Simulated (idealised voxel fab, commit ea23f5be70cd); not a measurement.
This section sets out a process module, namely voxel released beams.
The cross-section on display is named cut; it measures 255 nm wide, and its cells are 5 nm squares.
The cross-sections in this document take the form of a grid made of square cells. They are written out as bands, in order from top to bottom. Each band consists of one or more rows of cells.
Basically the band line says how high the top is and how high the bottom is, in nm, and then what's in it from left to right, every material with its width in nm. Empty space shows up as "blank", and if a single material carries "edge to edge" it runs the full band edge to edge.
Height datum 0, below which the as-received substrate wafer is one material. Lowest band open at the bottom, running downward: "0 and below".
The width entry "30->40" should be interpreted row by row: the top row of cells in the band takes the first number, the bottom row takes the second number, and the change between adjacent rows is uniform throughout.
For the purposes of this document, the phrase "all unchanged" attached to a step denotes that no cell within the cross-section was modified by that step.
This entry, "Sealed cavities", enumerates those empty regions of no fewer than 8 cells that possess no open connection to the top. Each region is reported in the form width x height at distance, the distance being taken from the left edge, with all three quantities expressed in nm.
On each step's line, the part that comes after the settings is the simulator's own comment on the step.
For masked steps, "overlay nm" on the step line gives how far right of plan the mask actually lay; a minus sign means it lay to the left.

### The following list gives the planned process steps
| 1 | RECEIVE (material Si) |
| 2 | CONFORMAL_DEP (material Al2O3; thk nm 10) |
| 3 | DIRECTIONAL_DEP (material SiO2; thk nm 10) |
| 4 | DIRECTIONAL_DEP (material aC; thk nm 15) |
| 5 | PATTERN (tone open; mask id ANCHOR; material resist; width nm 30; thk nm 35; overlay nm 0) |
| 6 | DIRECTIONAL_ETCH (etch materials aC; depth nm 15) |
| 7 | STRIP (etch materials resist) |
| 8 | DIRECTIONAL_ETCH (etch materials SiO2; depth nm 10) |
| 9 | STRIP (etch materials aC) |
| 10 | CONFORMAL_DEP (material SiN; thk nm 10) |
| 11 | MASKED_ETCH (tone cover; mask id BEAM; width nm 100; etch materials SiN; depth nm 10; overlay nm 0) |
| 12 | STRIP (etch materials SiO2) |

### Wafer, first of two, run as planned

### Shown in cross-section is the wafer as received, that is, as it stands after step 1
- 0 and below  Si edge to edge
- Sealed cavities: none

### So this is the wafer cross-section right after step 2
- 10 down to 0  Al2O3 edge to edge
- Unchanged below 0.

### So this is the wafer cross-section right after step 3
- 20 down to 10  SiO2 edge to edge
- Unchanged below 10.

### So this is the wafer cross-section right after step 4
- 35 down to 20  aC edge to edge
- Unchanged below 20.

### So this is the wafer cross-section right after step 5
- 70 down to 35  resist 80 nm  blank 30 nm  resist 145 nm
- Unchanged below 35.

### So this is the wafer cross-section right after step 6
- 55 down to 35  resist 80 nm  blank 30 nm  resist 145 nm
- 35 down to 20  aC 80 nm  blank 30 nm  aC 145 nm
- Unchanged below 20.

### So this is the wafer cross-section right after step 7
- 35 down to 20  aC 80 nm  blank 30 nm  aC 145 nm
- Unchanged below 20.

### So this is the wafer cross-section right after step 8
- 35 down to 20  aC 80 nm  blank 30 nm  aC 145 nm
- 20 down to 10  SiO2 80 nm  blank 30 nm  SiO2 145 nm
- Unchanged below 10.

### So this is the wafer cross-section right after step 9
- 20 down to 10  SiO2 80 nm  blank 30 nm  SiO2 145 nm
- Unchanged below 10.

### So this is the wafer cross-section right after step 10
- 30 down to 20  SiN 90 nm  blank 10 nm  SiN 155 nm
- 20 down to 10  SiO2 80 nm  SiN 30 nm  SiO2 145 nm
- Unchanged below 10.

### So this is the wafer cross-section right after step 11
- 30 down to 20  blank 75 nm  SiN 15 nm  blank 10 nm  SiN 75 nm  blank 80 nm
- Unchanged below 20.

### So this is the wafer cross-section right after step 12
- 30 down to 20  blank 75 nm  SiN 15 nm  blank 10 nm  SiN 75 nm  blank 80 nm
- 20 down to 10  blank 80 nm  SiN 30 nm  blank 145 nm
- Unchanged below 10.

### Second wafer - shared start and plan with the first - one error in running - same as the first up to step 4 inclusive

### Second wafer, section view, time point: scheduled end of step 5
- 70 down to 35  blank 80 nm  resist 30 nm  blank 145 nm
- Unchanged below 35.

### Second wafer, section view, time point: scheduled end of step 6
- 55 down to 35  blank 80 nm  resist 30 nm  blank 145 nm
- 35 down to 20  blank 80 nm  aC 30 nm  blank 145 nm
- Unchanged below 20.

### Second wafer, section view, time point: scheduled end of step 7
- 35 down to 20  blank 80 nm  aC 30 nm  blank 145 nm
- Unchanged below 20.

### Second wafer, section view, time point: scheduled end of step 8
- 35 down to 20  blank 80 nm  aC 30 nm  blank 145 nm
- 20 down to 10  blank 80 nm  SiO2 30 nm  blank 145 nm
- Unchanged below 10.

### Second wafer, section view, time point: scheduled end of step 9
- 20 down to 10  blank 80 nm  SiO2 30 nm  blank 145 nm
- Unchanged below 10.

### Second wafer, section view, time point: scheduled end of step 10
- 30 down to 20  blank 70 nm  SiN 50 nm  blank 135 nm
- 20 down to 10  SiN 80 nm  SiO2 30 nm  SiN 145 nm
- Unchanged below 10.

### Second wafer, section view, time point: scheduled end of step 11
- 30 down to 20  blank 75 nm  SiN 45 nm  blank 135 nm
- 20 down to 10  blank 70 nm  SiN 10 nm  SiO2 30 nm  SiN 65 nm  blank 80 nm
- Unchanged below 10.

Second wafer, section view, time point: scheduled end of step 12: all unchanged
Error vs. plan: in deviation from the planned setting, step 5 was conducted as PATTERN (tone cover; mask id ANCHOR; material resist; width nm 30; thk nm 35; overlay nm 0)
Final cells, second wafer relative to first, materials higher or lower: SiO2: 12 more
